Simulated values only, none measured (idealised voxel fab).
Process module heading - voxel self aligned contacts
265 nm wide, 5 nm square cells: that's cross-section cut.
In this document a cross-section is written as a grid of square cells. It is given as a series of bands, listed from the top down, and a band is one or more rows of cells. Look at the band entry: it leads with the top's height and the bottom's height in nm. Then it lists the materials left to right, with a width in nm for each. The word "full width" on a single material says that material fills the band edge to edge. The word "air" is empty space. Height datum 0, below which the as-received substrate wafer is one material. Lowest band open at the bottom, running downward: "0 -> down". Think of "30->40" as a width that walks from the first number to the second as you go down the band, top row to bottom row, taking equal-sized steps from row to row. A step reported as "no change occurred" is a step in which no cell of the cross-section changed. "Voids lacking openings" enumerates empty spaces isolated from the top, with no open way to it, that contain at least 8 cells, giving each as width x height at distance from the left edge, all three in nm. That trailing text on a step's line, after the settings, is the simulator's own remark on the step. "overlay nm" answers the question of how far to the right of plan the mask lay on a step that has a mask, and when it is negative the answer is to the left.
## Process steps (planned)
| 1 | RECEIVE | material Si |
| 2 | CONFORMAL_DEP | material SiO2 | thk nm 5 |
| 3 | DIRECTIONAL_DEP | material polySi | thk nm 30 |
| 4 | DIRECTIONAL_DEP | material SiN | thk nm 15 |
| 5 | DIRECTIONAL_DEP | material aC | thk nm 15 |
| 6 | PATTERN | tone cover | mask id GATE | material resist | width nm 15 | pitch nm 50 | thk nm 30 | overlay nm 0 |
| 7 | DIRECTIONAL_ETCH | etch materials aC | depth nm 15 |
| 8 | STRIP | etch materials resist |
| 9 | DIRECTIONAL_ETCH | etch materials SiN | depth nm 15 |
| 10 | DIRECTIONAL_ETCH | etch materials polySi | depth nm 30 |
| 11 | STRIP | etch materials aC |
| 12 | CONFORMAL_DEP | material SiN | thk nm 5 |
| 13 | DIRECTIONAL_ETCH | etch materials SiN | depth nm 5 |
| 14 | FILL_DEP | material SiO2 | thk nm 15 |
| 15 | CMP | height nm 55 |
| 16 | DIRECTIONAL_DEP | material aC | thk nm 10 |
| 17 | PATTERN | tone open | mask id CONTACT | material resist | width nm 35 | thk nm 30 | overlay nm 0 |
| 18 | DIRECTIONAL_ETCH | etch materials aC | depth nm 10 |
| 19 | STRIP | etch materials resist |
| 20 | DIRECTIONAL_ETCH | etch materials SiO2 | depth nm 55 |
| 21 | STRIP | etch materials aC |
| 22 | CONFORMAL_DEP | material TiN | thk nm 5 |
| 23 | FILL_DEP | material W | thk nm 5 |
| 24 | CMP | height nm 55 |
| 25 | CONFORMAL_DEP | material SiN | thk nm 5 |
Every wafer here starts from the same state; it is the step 6 width nm that distinguishes them, and the value the plan gives belongs to the first wafer.
## First wafer of several, as received: cross-section after step 1
* 0 -> down  Si full width
* Voids lacking openings: none
## Last step of the module is step 25; after it, the first of several wafers in cross-section
* 60 -> 55  SiN full width
* 55 -> 50  115 SiO2, then 10 TiN, then 15 W, then 10 TiN, then 115 SiO2
* 50 -> 35  95 SiO2, then 25 SiN, then 5 TiN, then 15 W, then 5 TiN, then 25 SiN, then 95 SiO2
* 35 -> 5  95 SiO2, then 5 SiN, then 15 polySi, then 5 SiN, then 5 TiN, then 15 W, then 5 TiN, then 5 SiN, then 15 polySi, then 5 SiN, then 95 SiO2
* 5 -> 0  120 SiO2, then 25 TiN, then 120 SiO2
* 0 -> down  Si full width
* Voids lacking openings: none
## Last wafer of the set, cross-sectioned at end of module
* 60 -> 55  SiN full width
* 55 -> 50  115 SiO2, then 35 TiN, then 115 SiO2
* 50 -> 35  85 SiO2, then 45 SiN, then 5 TiN, then 45 SiN, then 85 SiO2
* 35 -> 5  85 SiO2, then 5 SiN, then 35 polySi, then 5 SiN, then 5 TiN, then 5 SiN, then 35 polySi, then 5 SiN, then 85 SiO2
* 5 -> 0  130 SiO2, then 5 TiN, then 130 SiO2
* 0 -> down  Si full width
* Voids lacking openings: none
## Per wafer (row), end of module: delta in cells per material since receipt, (+) for gained, (-) for lost; closed voids after that
width nm 15 | +107 SiN | +436 SiO2 | +27 TiN | +30 W | +36 polySi | Voids lacking openings: none
width nm 20 | +113 SiN | +428 SiO2 | +27 TiN | +20 W | +48 polySi | Voids lacking openings: none
width nm 25 | +119 SiN | +420 SiO2 | +27 TiN | +10 W | +60 polySi | Voids lacking openings: none
width nm 30 | +125 SiN | +412 SiO2 | +27 TiN | +72 polySi | Voids lacking openings: none
width nm 35 | +131 SiN | +404 SiO2 | +17 TiN | +84 polySi | Voids lacking openings: none
